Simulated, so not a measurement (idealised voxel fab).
This is a process module. Its name is voxel plated lines.
Displayed cross-section: cut, width of 210 nm, square cells sized 5 nm.
A cross-section is written here as square cells arranged in a grid, and it is given in bands from the top down, each band taking up one or more rows of cells.
Per band: top height and bottom height in nm, followed by the left-to-right materials and their widths in nm; "everywhere" marks a single material spanning edge to edge, "empty" marks empty space.
The reference from which all heights are counted is 0, the level beneath which the as-received wafer is entirely one material; the lowest band, having no lower bound, proceeds downward and is written after the example "from 0 down".
With a width like "30->40", each row of cells in the band differs from the next by the same amount, the top row carrying the first number and the bottom row the second.
The designation "nothing different", where it is given for a processing step, indicates that no cell of the cross-section was altered in the course of that step.
"Closed void listing": sealed empty spaces, 8 cells or more, no open way to top, listed width x height at distance, with distance from the left edge and width, height and distance in nm.
Formally, on a step line, whatever follows the settings is a remark that the simulator itself makes on the step.
Regarding "overlay nm": on a step with a mask, it is the distance the mask lay to the right of its planned place; a negative value places it to the left.
**Process steps (planned)**
1,RECEIVE with material Si
2,CONFORMAL_DEP with material SiN, thk nm 10
3,DIRECTIONAL_DEP with material TiN, thk nm 5
4,PATTERN with tone open, mask id LINES, material resist, width nm 20, pitch nm 45, thk nm 30, overlay nm 0
5,EPI with material Ru, thk nm 10
6,EPI with material Ru, thk nm 10
7,STRIP with etch materials resist
8,DIRECTIONAL_ETCH with etch materials TiN, depth nm 5
9,CONFORMAL_DEP with material SiCN, thk nm 5
**The first of a set of two wafers, run to plan**
**Wafer as received: cross-section following step 1**
> from 0 down  Si everywhere
> Closed void listing: none
**Once step 2 is through, the wafer looks like this in cross-section**
> from 10 to 0  SiN everywhere
> Unchanged below 0.
**Once step 3 is through, the wafer looks like this in cross-section**
> from 15 to 10  TiN everywhere
> Unchanged below 10.
**Once step 4 is through, the wafer looks like this in cross-section**
> from 45 to 15  resist 25; empty 20; resist 25; empty 20; resist 25; empty 20; resist 25; empty 20; resist 30
> Unchanged below 15.
**Once step 5 is through, the wafer looks like this in cross-section**
> from 45 to 25  resist 25; empty 20; resist 25; empty 20; resist 25; empty 20; resist 25; empty 20; resist 30
> from 25 to 15  resist 25; Ru 20; resist 25; Ru 20; resist 25; Ru 20; resist 25; Ru 20; resist 30
> Unchanged below 15.
**Once step 6 is through, the wafer looks like this in cross-section**
> from 45 to 35  resist 25; empty 20; resist 25; empty 20; resist 25; empty 20; resist 25; empty 20; resist 30
> from 35 to 15  resist 25; Ru 20; resist 25; Ru 20; resist 25; Ru 20; resist 25; Ru 20; resist 30
> Unchanged below 15.
**Once step 7 is through, the wafer looks like this in cross-section**
> from 35 to 15  empty 25; Ru 20; empty 25; Ru 20; empty 25; Ru 20; empty 25; Ru 20; empty 30
> Unchanged below 15.
**Once step 8 is through, the wafer looks like this in cross-section**
> from 35 to 15  empty 25; Ru 20; empty 25; Ru 20; empty 25; Ru 20; empty 25; Ru 20; empty 30
> from 15 to 10  empty 25; TiN 20; empty 25; TiN 20; empty 25; TiN 20; empty 25; TiN 20; empty 30
> Unchanged below 10.
**Once step 9 is through, the wafer looks like this in cross-section**
> from 40 to 35  empty 20; SiCN 30; empty 15; SiCN 30; empty 15; SiCN 30; empty 15; SiCN 30; empty 25
> from 35 to 15  empty 20; SiCN 5; Ru 20; SiCN 5; empty 15; SiCN 5; Ru 20; SiCN 5; empty 15; SiCN 5; Ru 20; SiCN 5; empty 15; SiCN 5; Ru 20; SiCN 5; empty 25
> from 15 to 10  SiCN 25; TiN 20; SiCN 25; TiN 20; SiCN 25; TiN 20; SiCN 25; TiN 20; SiCN 30
> Unchanged below 10.
**second wafer: like start, like plan, one mistake. Through step 3 it matches the first wafer**
**Second wafer: cross-section at the scheduled end of step 4**
> from 45 to 15  resist 20; empty 30; resist 15; empty 30; resist 15; empty 30; resist 15; empty 30; resist 25
> Unchanged below 15.
**Second wafer: cross-section at the scheduled end of step 5**
> from 45 to 25  resist 20; empty 30; resist 15; empty 30; resist 15; empty 30; resist 15; empty 30; resist 25
> from 25 to 15  resist 20; Ru 30; resist 15; Ru 30; resist 15; Ru 30; resist 15; Ru 30; resist 25
> Unchanged below 15.
**Second wafer: cross-section at the scheduled end of step 6**
> from 45 to 35  resist 20; empty 30; resist 15; empty 30; resist 15; empty 30; resist 15; empty 30; resist 25
> from 35 to 15  resist 20; Ru 30; resist 15; Ru 30; resist 15; Ru 30; resist 15; Ru 30; resist 25
> Unchanged below 15.
**Second wafer: cross-section at the scheduled end of step 7**
> from 35 to 15  empty 20; Ru 30; empty 15; Ru 30; empty 15; Ru 30; empty 15; Ru 30; empty 25
> Unchanged below 15.
**Second wafer: cross-section at the scheduled end of step 8**
> from 35 to 15  empty 20; Ru 30; empty 15; Ru 30; empty 15; Ru 30; empty 15; Ru 30; empty 25
> from 15 to 10  empty 20; TiN 30; empty 15; TiN 30; empty 15; TiN 30; empty 15; TiN 30; empty 25
> Unchanged below 10.
**Second wafer: cross-section at the scheduled end of step 9**
> from 40 to 35  empty 15; SiCN 40; empty 5; SiCN 40; empty 5; SiCN 40; empty 5; SiCN 40; empty 20
> from 35 to 15  empty 15; SiCN 5; Ru 30; SiCN 5; empty 5; SiCN 5; Ru 30; SiCN 5; empty 5; SiCN 5; Ru 30; SiCN 5; empty 5; SiCN 5; Ru 30; SiCN 5; empty 20
> from 15 to 10  SiCN 20; TiN 30; SiCN 15; TiN 30; SiCN 15; TiN 30; SiCN 15; TiN 30; SiCN 25
> Unchanged below 10.
What was done differently from what was planned? step 4 was run on a setting that differed from the plan, and what really ran there is PATTERN with tone open, mask id LINES, material resist, width nm 30, pitch nm 45, thk nm 30, overlay nm 0
The closing comparison, in cells, has the second wafer with more or fewer of some materials than the first: 32 more of Ru; 8 more of TiN
